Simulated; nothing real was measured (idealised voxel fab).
A process module follows: voxel ribs on slabs.
We display cut, a cross-section 290 nm in width whose square cells are each 5 nm.
Think of the cross-section as a grid of square cells. We describe it in bands, top to bottom, and each band covers one or more rows of those cells. In this notation a band is specified by the heights of its top and bottom, in that order and in nm, after which its materials appear from left to right, each paired with its width in nm. The word "all across" attached to a single material means that material fills the band from edge to edge; the word "blank" stands for empty space. Heights are measured from 0, the level below which the as-received wafer is all one material; the lowest band has no bottom and continues downward, written as in "0 down". When a width is written as two numbers, as in "30..40", the first number is the width in the top row of cells of the band and the second is the width in its bottom row, and the width changes by the same amount from each row to the next. Given "remained unchanged" for a step, no cell of the cross-section differs between before and after that step. Trapped voids: empty space of 8 cells or more with no open way to the top, each as width x height at its distance from the left edge, in nm. Text after the settings on a step's line: the simulator's own remark on that step. overlay nm: right-of-plan distance of the mask on a masked step; negative values mean left-of-plan.
**Steps in the process plan**
| 1 | RECEIVE (material Si) |
| 2 | DIRECTIONAL_DEP (material SiO2; thk nm 20) |
| 3 | DIRECTIONAL_DEP (material polySi; thk nm 25) |
| 4 | DIRECTIONAL_DEP (material aC; thk nm 10) |
| 5 | PATTERN (tone cover; mask id RIB; material resist; width nm 20; thk nm 25; overlay nm 0) |
| 6 | DIRECTIONAL_ETCH (etch materials aC; depth nm 10) |
| 7 | STRIP (etch materials resist) |
| 8 | DIRECTIONAL_ETCH (etch materials polySi; depth nm 5) |
| 9 | STRIP (etch materials aC) |
| 10 | PATTERN (tone cover; mask id SLAB; material resist; width nm 70; thk nm 15; overlay nm 0) |
| 11 | DIRECTIONAL_ETCH (etch materials polySi; depth nm 20) |
| 12 | STRIP (etch materials resist) |
| 13 | FILL_DEP (material SiO2; thk nm 30) |
| 14 | CMP (height nm 65) |
| 15 | DIRECTIONAL_DEP (material W; thk nm 5) |
| 16 | MASKED_ETCH (tone cover; mask id HEATER; width nm 30; etch materials W; depth nm 5; overlay nm 0) |
| 17 | CONFORMAL_DEP (material SiO2; thk nm 5) |
**First of two wafers, processed according to plan**
**The cross-section here shows the wafer as received, i.e. in its state after step 1**
	0 down | Si all across
	Trapped voids: none
**The wafer, seen in cross-section, after step 2**
	20 to 0 | SiO2 all across
	Anything lower than 0 is untouched.
**The wafer, seen in cross-section, after step 3**
	45 to 20 | polySi all across
	Anything lower than 20 is untouched.
**The wafer, seen in cross-section, after step 4**
	55 to 45 | aC all across
	Anything lower than 45 is untouched.
**The wafer, seen in cross-section, after step 5**
	80 to 55 | 135 of blank / 20 of resist / 135 of blank
	Anything lower than 55 is untouched.
**The wafer, seen in cross-section, after step 6**
	70 to 55 | 135 of blank / 20 of resist / 135 of blank
	55 to 45 | 135 of blank / 20 of aC / 135 of blank
	Anything lower than 45 is untouched.
**The wafer, seen in cross-section, after step 7**
	55 to 45 | 135 of blank / 20 of aC / 135 of blank
	Anything lower than 45 is untouched.
**The wafer, seen in cross-section, after step 8**
	55 to 45 | 135 of blank / 20 of aC / 135 of blank
	45 to 40 | 135 of blank / 20 of polySi / 135 of blank
	Anything lower than 40 is untouched.
**The wafer, seen in cross-section, after step 9**
	45 to 40 | 135 of blank / 20 of polySi / 135 of blank
	Anything lower than 40 is untouched.
**The wafer, seen in cross-section, after step 10**
	60 to 45 | 110 of blank / 70 of resist / 110 of blank
	45 to 40 | 110 of blank / 25 of resist / 20 of polySi / 25 of resist / 110 of blank
	Anything lower than 40 is untouched.
**The wafer, seen in cross-section, after step 11**
	60 to 45 | 110 of blank / 70 of resist / 110 of blank
	45 to 40 | 110 of blank / 25 of resist / 20 of polySi / 25 of resist / 110 of blank
	40 to 20 | 110 of blank / 70 of polySi / 110 of blank
	Anything lower than 20 is untouched.
**The wafer, seen in cross-section, after step 12**
	45 to 40 | 135 of blank / 20 of polySi / 135 of blank
	Anything lower than 40 is untouched.
**The wafer, seen in cross-section, after step 13**
	75 to 45 | SiO2 all across
	45 to 40 | 135 of SiO2 / 20 of polySi / 135 of SiO2
	40 to 20 | 110 of SiO2 / 70 of polySi / 110 of SiO2
	Anything lower than 20 is untouched.
**The wafer, seen in cross-section, after step 14**
	65 to 45 | SiO2 all across
	Anything lower than 45 is untouched.
**The wafer, seen in cross-section, after step 15**
	70 to 65 | W all across
	Anything lower than 65 is untouched.
**The wafer, seen in cross-section, after step 16**
	70 to 65 | 130 of blank / 30 of W / 130 of blank
	Anything lower than 65 is untouched.
**The wafer, seen in cross-section, after step 17**
	75 to 70 | 125 of blank / 40 of SiO2 / 125 of blank
	70 to 65 | 130 of SiO2 / 30 of W / 130 of SiO2
	Anything lower than 65 is untouched.
**Second wafer, same starting conditions and recipe as the first, one mistake in executing it, nothing differs from the first up to and including step 9**
**Second wafer: cross-section at the scheduled end of step 10**
	60 to 45 | 105 of blank / 70 of resist / 115 of blank
	45 to 40 | 105 of blank / 30 of resist / 20 of polySi / 20 of resist / 115 of blank
	Anything lower than 40 is untouched.
**Second wafer: cross-section at the scheduled end of step 11**
	60 to 45 | 105 of blank / 70 of resist / 115 of blank
	45 to 40 | 105 of blank / 30 of resist / 20 of polySi / 20 of resist / 115 of blank
	40 to 20 | 105 of blank / 70 of polySi / 115 of blank
	Anything lower than 20 is untouched.
**Second wafer: cross-section at the scheduled end of step 12**
	45 to 40 | 135 of blank / 20 of polySi / 135 of blank
	Anything lower than 40 is untouched.
**Second wafer: cross-section at the scheduled end of step 13**
	75 to 45 | SiO2 all across
	45 to 40 | 135 of SiO2 / 20 of polySi / 135 of SiO2
	40 to 20 | 105 of SiO2 / 70 of polySi / 115 of SiO2
	Anything lower than 20 is untouched.
**Second wafer: cross-section at the scheduled end of step 14**
	65 to 45 | SiO2 all across
	Anything lower than 45 is untouched.
**Second wafer: cross-section at the scheduled end of step 15**
	70 to 65 | W all across
	Anything lower than 65 is untouched.
**Second wafer: cross-section at the scheduled end of step 16**
	70 to 65 | 130 of blank / 30 of W / 130 of blank
	Anything lower than 65 is untouched.
**Second wafer: cross-section at the scheduled end of step 17**
	75 to 70 | 125 of blank / 40 of SiO2 / 125 of blank
	70 to 65 | 130 of SiO2 / 30 of W / 130 of SiO2
	Anything lower than 65 is untouched.
Misprocessing identified: step 10 was processed under conditions differing from the plan, specifically as PATTERN (tone cover; mask id SLAB; material resist; width nm 70; thk nm 15; overlay nm -5)
at the end the second wafer has, in cells: as many of each material as the first, in other places
